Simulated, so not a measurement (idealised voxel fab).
The following is a process module called voxel self aligned vias.
Xsec cut, 280 nm wide, square cell size 5 nm.
Just so we're on the same page, the cross-sections are grids of square cells, and they're listed out in bands top to bottom, each band one or more rows deep.
Quick guide to a band line: top height, bottom height (nm) up front; then every material left to right with its width in nm. Only one material and it's marked "edge to edge"? Then it fills the band edge to edge. And "empty" just means empty space.
Ref level 0: as-received wafer is one material below here. Bottom band extends down with no lower bound ("z 0 and below").
Per-row width for "30->40": begins at first number (top row of band), ends at second number (bottom row), increment between rows held constant.
The designation "stayed the same", where it is given for a processing step, indicates that no cell of the cross-section was altered in the course of that step.
Unvented voids: empty space of 8 cells or more with no open way to the top, each as width x height at its distance from the left edge, in nm
Text after the settings on a step's line: the simulator's own remark on that step.
Steps that use a mask can have "overlay nm" on their line. It says how far the mask sat to the right of where it was meant to be. Negative means to the left.
**Here's what the planned process steps look like**
| 1 | op RECEIVE | material Si |
| 2 | op CONFORMAL_DEP | material SiO2 | thk nm 10 |
| 3 | op CONFORMAL_DEP | material SiCN | thk nm 5 |
| 4 | op DIRECTIONAL_DEP | material lowk | thk nm 25 |
| 5 | op MASKED_ETCH | tone open | mask id LINES | width nm 20 | pitch nm 50 | etch materials lowk | depth nm 25 | overlay nm 0 |
| 6 | op CONFORMAL_DEP | material TiN | thk nm 5 |
| 7 | op FILL_DEP | material Ru | thk nm 10 |
| 8 | op CMP | height nm 40 |
| 9 | op SELECTIVE_ETCH | etch materials W Ru TiN | depth nm 5 |
| 10 | op FILL_DEP | material SiN | thk nm 5 |
| 11 | op CMP | height nm 40 |
| 12 | op DIRECTIONAL_DEP | material lowk | thk nm 20 |
| 13 | op DIRECTIONAL_DEP | material aC | thk nm 15 |
| 14 | op PATTERN | tone open | mask id VIAS | material resist | width nm 30 | pitch nm 100 | thk nm 30 | overlay nm 0 |
| 15 | op DIRECTIONAL_ETCH | etch materials aC | depth nm 15 |
| 16 | op STRIP | etch materials resist |
| 17 | op DIRECTIONAL_ETCH | etch materials lowk | depth nm 20 |
| 18 | op DIRECTIONAL_ETCH | etch materials SiN | depth nm 5 |
| 19 | op STRIP | etch materials aC |
| 20 | op CONFORMAL_DEP | material TiN | thk nm 5 |
| 21 | op FILL_DEP | material Ru | thk nm 5 |
| 22 | op CMP | height nm 60 |
| 23 | op CONFORMAL_DEP | material SiN | thk nm 5 |
**Wafer, first of two, run as planned**
**Step 1 complete: cross-section of the wafer as received**
z 0 and below = Si edge to edge
Unvented voids: none
**The wafer, seen in cross-section, after step 2**
z 10 to 0 = SiO2 edge to edge
Everything under 0 stays put, no change at all.
**The wafer, seen in cross-section, after step 3**
z 15 to 10 = SiCN edge to edge
Everything under 10 stays put, no change at all.
**The wafer, seen in cross-section, after step 4**
z 40 to 15 = lowk edge to edge
Everything under 15 stays put, no change at all.
**The wafer, seen in cross-section, after step 5**
z 40 to 15 = lowk=80 / empty=20 / lowk=30 / empty=20 / lowk=30 / empty=20 / lowk=80
Everything under 15 stays put, no change at all.
**The wafer, seen in cross-section, after step 6**
z 45 to 40 = TiN=85 / empty=10 / TiN=40 / empty=10 / TiN=40 / empty=10 / TiN=85
z 40 to 20 = lowk=80 / TiN=5 / empty=10 / TiN=5 / lowk=30 / TiN=5 / empty=10 / TiN=5 / lowk=30 / TiN=5 / empty=10 / TiN=5 / lowk=80
z 20 to 15 = lowk=80 / TiN=20 / lowk=30 / TiN=20 / lowk=30 / TiN=20 / lowk=80
Everything under 15 stays put, no change at all.
**The wafer, seen in cross-section, after step 7**
z 55 to 45 = Ru edge to edge
z 45 to 40 = TiN=85 / Ru=10 / TiN=40 / Ru=10 / TiN=40 / Ru=10 / TiN=85
z 40 to 20 = lowk=80 / TiN=5 / Ru=10 / TiN=5 / lowk=30 / TiN=5 / Ru=10 / TiN=5 / lowk=30 / TiN=5 / Ru=10 / TiN=5 / lowk=80
Everything under 20 stays put, no change at all.
**The wafer, seen in cross-section, after step 8**
z 40 to 20 = lowk=80 / TiN=5 / Ru=10 / TiN=5 / lowk=30 / TiN=5 / Ru=10 / TiN=5 / lowk=30 / TiN=5 / Ru=10 / TiN=5 / lowk=80
Everything under 20 stays put, no change at all.
**The wafer, seen in cross-section, after step 9**
z 40 to 35 = lowk=80 / empty=20 / lowk=30 / empty=20 / lowk=30 / empty=20 / lowk=80
Everything under 35 stays put, no change at all.
**The wafer, seen in cross-section, after step 10**
z 45 to 40 = SiN edge to edge
z 40 to 35 = lowk=80 / SiN=20 / lowk=30 / SiN=20 / lowk=30 / SiN=20 / lowk=80
Everything under 35 stays put, no change at all.
**The wafer, seen in cross-section, after step 11**
z 40 to 35 = lowk=80 / SiN=20 / lowk=30 / SiN=20 / lowk=30 / SiN=20 / lowk=80
Everything under 35 stays put, no change at all.
**The wafer, seen in cross-section, after step 12**
z 60 to 40 = lowk edge to edge
Everything under 40 stays put, no change at all.
**The wafer, seen in cross-section, after step 13**
z 75 to 60 = aC edge to edge
Everything under 60 stays put, no change at all.
**The wafer, seen in cross-section, after step 14**
z 105 to 75 = resist=75 / empty=30 / resist=70 / empty=30 / resist=75
Everything under 75 stays put, no change at all.
**The wafer, seen in cross-section, after step 15**
z 90 to 75 = resist=75 / empty=30 / resist=70 / empty=30 / resist=75
z 75 to 60 = aC=75 / empty=30 / aC=70 / empty=30 / aC=75
Everything under 60 stays put, no change at all.
**The wafer, seen in cross-section, after step 16**
z 75 to 60 = aC=75 / empty=30 / aC=70 / empty=30 / aC=75
Everything under 60 stays put, no change at all.
**The wafer, seen in cross-section, after step 17**
z 75 to 60 = aC=75 / empty=30 / aC=70 / empty=30 / aC=75
z 60 to 40 = lowk=75 / empty=30 / lowk=70 / empty=30 / lowk=75
Everything under 40 stays put, no change at all.
**The wafer, seen in cross-section, after step 18**
z 75 to 60 = aC=75 / empty=30 / aC=70 / empty=30 / aC=75
z 60 to 40 = lowk=75 / empty=30 / lowk=70 / empty=30 / lowk=75
z 40 to 35 = lowk=80 / empty=20 / lowk=30 / SiN=20 / lowk=30 / empty=20 / lowk=80
Everything under 35 stays put, no change at all.
**The wafer, seen in cross-section, after step 19**
z 60 to 40 = lowk=75 / empty=30 / lowk=70 / empty=30 / lowk=75
Everything under 40 stays put, no change at all.
**The wafer, seen in cross-section, after step 20**
z 65 to 60 = TiN=80 / empty=20 / TiN=80 / empty=20 / TiN=80
z 60 to 45 = lowk=75 / TiN=5 / empty=20 / TiN=5 / lowk=70 / TiN=5 / empty=20 / TiN=5 / lowk=75
z 45 to 40 = lowk=75 / TiN=10 / empty=10 / TiN=10 / lowk=70 / TiN=10 / empty=10 / TiN=10 / lowk=75
z 40 to 35 = lowk=80 / TiN=20 / lowk=30 / SiN=20 / lowk=30 / TiN=20 / lowk=80
Everything under 35 stays put, no change at all.
**The wafer, seen in cross-section, after step 21**
z 70 to 65 = Ru edge to edge
z 65 to 60 = TiN=80 / Ru=20 / TiN=80 / Ru=20 / TiN=80
z 60 to 45 = lowk=75 / TiN=5 / Ru=20 / TiN=5 / lowk=70 / TiN=5 / Ru=20 / TiN=5 / lowk=75
z 45 to 40 = lowk=75 / TiN=10 / Ru=10 / TiN=10 / lowk=70 / TiN=10 / Ru=10 / TiN=10 / lowk=75
Everything under 40 stays put, no change at all.
**The wafer, seen in cross-section, after step 22**
z 60 to 45 = lowk=75 / TiN=5 / Ru=20 / TiN=5 / lowk=70 / TiN=5 / Ru=20 / TiN=5 / lowk=75
Everything under 45 stays put, no change at all.
**The wafer, seen in cross-section, after step 23**
z 65 to 60 = SiN edge to edge
Everything under 60 stays put, no change at all.
**Wafer two. Identical start, identical plan. One mistake in execution. Identical history through step 16**
**Second wafer, cross-section, planned end of step 17**
z 75 to 60 = aC=75 / empty=30 / aC=70 / empty=30 / aC=75
z 60 to 40 = lowk=75 / empty=30 / lowk=70 / empty=30 / lowk=75
z 40 to 35 = lowk=75 / empty=5 / SiN=20 / empty=5 / lowk=25 / SiN=20 / lowk=25 / empty=5 / SiN=20 / empty=5 / lowk=75
z 35 to 20 = lowk=75 / empty=5 / TiN=5 / Ru=10 / TiN=5 / empty=5 / lowk=25 / TiN=5 / Ru=10 / TiN=5 / lowk=25 / empty=5 / TiN=5 / Ru=10 / TiN=5 / empty=5 / lowk=75
Everything under 20 stays put, no change at all.
**Second wafer, cross-section, planned end of step 18**
z 75 to 60 = aC=75 / empty=30 / aC=70 / empty=30 / aC=75
z 60 to 40 = lowk=75 / empty=30 / lowk=70 / empty=30 / lowk=75
z 40 to 35 = lowk=75 / empty=30 / lowk=25 / SiN=20 / lowk=25 / empty=30 / lowk=75
Everything under 35 stays put, no change at all.
**Second wafer, cross-section, planned end of step 19**
z 60 to 40 = lowk=75 / empty=30 / lowk=70 / empty=30 / lowk=75
Everything under 40 stays put, no change at all.
**Second wafer, cross-section, planned end of step 20**
z 65 to 60 = TiN=80 / empty=20 / TiN=80 / empty=20 / TiN=80
z 60 to 40 = lowk=75 / TiN=5 / empty=20 / TiN=5 / lowk=70 / TiN=5 / empty=20 / TiN=5 / lowk=75
z 40 to 35 = lowk=75 / TiN=30 / lowk=25 / SiN=20 / lowk=25 / TiN=30 / lowk=75
z 35 to 20 = lowk=75 / TiN=10 / Ru=10 / TiN=10 / lowk=25 / TiN=5 / Ru=10 / TiN=5 / lowk=25 / TiN=10 / Ru=10 / TiN=10 / lowk=75
Everything under 20 stays put, no change at all.
**Second wafer, cross-section, planned end of step 21**
z 70 to 65 = Ru edge to edge
z 65 to 60 = TiN=80 / Ru=20 / TiN=80 / Ru=20 / TiN=80
z 60 to 40 = lowk=75 / TiN=5 / Ru=20 / TiN=5 / lowk=70 / TiN=5 / Ru=20 / TiN=5 / lowk=75
Everything under 40 stays put, no change at all.
**Second wafer, cross-section, planned end of step 22**
z 60 to 40 = lowk=75 / TiN=5 / Ru=20 / TiN=5 / lowk=70 / TiN=5 / Ru=20 / TiN=5 / lowk=75
Everything under 40 stays put, no change at all.
**Second wafer, cross-section, planned end of step 23**
z 65 to 60 = SiN edge to edge
Everything under 60 stays put, no change at all.
What was done differently from what was planned? the plan's step 17 ran twice
End check, counted in cells, second wafer has more or fewer of these materials than the first: +4 Ru | +12 TiN | -16 lowk
